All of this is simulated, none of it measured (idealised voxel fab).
Name of the process module below: voxel wiring stack
FYI the section here is cut, 180 nm wide, cells are 5 nm squares.
A cross-section is a grid of square cells, given in bands from the top down. A band is one or more rows of cells.
Heights first: top, then bottom, in nm. Then materials, left to right, each with a width in nm. "throughout" on a single material: fills the band edge to edge. "empty": empty space.
The reference from which all heights are counted is 0, the level beneath which the as-received wafer is entirely one material; the lowest band, having no lower bound, proceeds downward and is written after the example "top 0, no bottom".
Per-row width for "30 to 40": begins at first number (top row of band), ends at second number (bottom row), increment between rows held constant.
You'll sometimes find "everything unchanged" written for a step, and that's the way of saying that nowhere in the cross-section did a cell change during that step.
Closed-off voids of 8+ cells (no open route to the top) go in "Sealed-off cavities", written width x height at distance from the left edge, in nm.
On a step's line, text after the settings is the simulator commenting on that step.
overlay nm: mask offset rightward from planned place, masked step; negative means leftward offset.

List of planned process steps
1 RECEIVE [material Si]
2 CONFORMAL_DEP [material SiO2] [thk nm 15]
3 DIRECTIONAL_DEP [material TiN] [thk nm 5]
4 DIRECTIONAL_DEP [material W] [thk nm 20]
5 PATTERN [tone cover] [mask id METAL_1] [material resist] [width nm 20] [pitch nm 45] [thk nm 15] [overlay nm 0]
6 DIRECTIONAL_ETCH [etch materials W] [depth nm 20]
7 DIRECTIONAL_ETCH [etch materials TiN] [depth nm 5]
8 STRIP [etch materials resist]
9 CONFORMAL_DEP [material SiCN] [thk nm 5]
10 FILL_DEP [material SiO2] [thk nm 5]
11 CMP [height nm 40]
12 CONFORMAL_DEP [material SiCN] [thk nm 5]
13 DIRECTIONAL_DEP [material lowk] [thk nm 25]
14 MASKED_ETCH [tone open] [mask id METAL_2] [width nm 20] [pitch nm 45] [etch materials lowk] [depth nm 15] [overlay nm 0]
15 PATTERN [tone open] [mask id METAL_2_HOLES] [material resist] [width nm 15] [thk nm 20] [overlay nm 0]
16 DIRECTIONAL_ETCH [etch materials lowk] [depth nm 10]
17 DIRECTIONAL_ETCH [etch materials SiCN] [depth nm 5]
18 STRIP [etch materials resist]
19 CONFORMAL_DEP [material TiN] [thk nm 5]
20 FILL_DEP [material Cu] [thk nm 5]
21 CMP [height nm 70]
22 CONFORMAL_DEP [material SiN] [thk nm 5]

Here's what the wafer looked like in cross-section when it arrived - that's after step 1
- top 0, no bottom = Si throughout
- Sealed-off cavities: none

End-of-module XS, first of two wafers, run as planned
- top 75, bottom 70 = SiN throughout
- top 70, bottom 60 = lowk 55 nm, then TiN 5 nm, then Cu 10 nm, then TiN 5 nm, then lowk 25 nm, then TiN 5 nm, then Cu 10 nm, then TiN 5 nm, then lowk 60 nm
- top 60, bottom 55 = lowk 55 nm, then TiN 5 nm, then Cu 5 nm, then TiN 10 nm, then lowk 25 nm, then TiN 20 nm, then lowk 60 nm
- top 55, bottom 45 = lowk 55 nm, then TiN 5 nm, then Cu 5 nm, then TiN 5 nm, then lowk 110 nm
- top 45, bottom 40 = SiCN 55 nm, then TiN 15 nm, then SiCN 110 nm
- top 40, bottom 20 = SiO2 50 nm, then SiCN 5 nm, then W 20 nm, then SiCN 5 nm, then SiO2 15 nm, then SiCN 5 nm, then W 20 nm, then SiCN 5 nm, then SiO2 55 nm
- top 20, bottom 15 = SiCN 55 nm, then TiN 20 nm, then SiCN 25 nm, then TiN 20 nm, then SiCN 60 nm
- top 15, bottom 0 = SiO2 throughout
- top 0, no bottom = Si throughout
- Sealed-off cavities: none

Cross-section at end of module for the second wafer of two, which matched the first in starting point and plan and differed by one mistake in its processing
- top 75, bottom 70 = SiN throughout
- top 70, bottom 60 = lowk 55 nm, then TiN 5 nm, then Cu 15 to 10 nm, then TiN 5 to 10 nm, then lowk 20 nm, then TiN 5 nm, then Cu 10 nm, then TiN 5 nm, then lowk 60 nm
- top 60, bottom 55 = lowk 55 nm, then TiN 20 nm, then lowk 25 nm, then TiN 20 nm, then lowk 60 nm
- top 55, bottom 45 = lowk 65 nm, then TiN 10 nm, then lowk 105 nm
- top 45, bottom 40 = SiCN 65 nm, then TiN 10 nm, then SiCN 105 nm
- top 40, bottom 20 = SiO2 50 nm, then SiCN 5 nm, then W 20 nm, then SiCN 5 nm, then SiO2 15 nm, then SiCN 5 nm, then W 20 nm, then SiCN 5 nm, then SiO2 55 nm
- top 20, bottom 15 = SiCN 55 nm, then TiN 20 nm, then SiCN 25 nm, then TiN 20 nm, then SiCN 60 nm
- top 15, bottom 0 = SiO2 throughout
- top 0, no bottom = Si throughout
- Sealed-off cavities: none
Misprocessing identified: step 15 ran with different settings than intended, the actual operation and settings being PATTERN [tone open] [mask id METAL_2_HOLES] [material resist] [width nm 15] [thk nm 20] [overlay nm 10]
Wrapping up, a cell-based count of both wafers puts the second over or under the first for these materials: Cu -2, SiCN +1, TiN +1
